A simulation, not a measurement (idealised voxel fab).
process module | voxel released beams
cross-section cut | 190 nm wide | cells 5 nm
A cross-section is a grid of square cells, given in bands from the top down. A band is one or more rows of cells.
Each band's line starts with the height of the band's top and of its bottom, in nm. Then come its materials from left to right, each with its width in nm. One material with "throughout" fills the band from edge to edge. "air" is empty space.
Height 0 is the level under which the wafer as received is all one material. The lowest band goes on downwards, as in "0 down".
A width such as "30 to 40" changes by the same amount from each row of cells to the next, from the band's top row to its bottom row.
"no change" after a step means that no cell of the cross-section changed.
closed voids: empty space of 8 cells or more with no open way to the top, each as width x height at its distance from the left edge, in nm
after a step's settings: what the simulator itself notes on the step
overlay nm, on a step with a mask: how far to the right of its planned place the mask lay; to the left if negative
plan
1 op RECEIVE | material Si
2 op CONFORMAL_DEP | material SiN | thk nm 5
3 op DIRECTIONAL_DEP | material SiO2 | thk nm 20
4 op PATTERN | tone open | mask id ANCHOR | material resist | width nm 45 | thk nm 15 | overlay nm 0
5 op DIRECTIONAL_ETCH | etch materials SiO2 | depth nm 20
6 op STRIP | etch materials resist
7 op CONFORMAL_DEP | material TiN | thk nm 15
8 op PATTERN | tone cover | mask id BEAM | material resist | width nm 130 | thk nm 15 | overlay nm 0
9 op DIRECTIONAL_ETCH | etch materials TiN | depth nm 15
10 op STRIP | etch materials resist
11 op STRIP | etch materials SiO2
as received, after step 1
  0 down: Si throughout
  closed voids: none
a wafer at the end: this start, this plan, one mistake
  40 to 25: air 25 | TiN 130 | air 35
  25 to 20: SiN throughout
  20 to 0: SiO2 throughout
  0 down: Si throughout
  closed voids: none
what went wrong: steps 2 and 3 were swapped
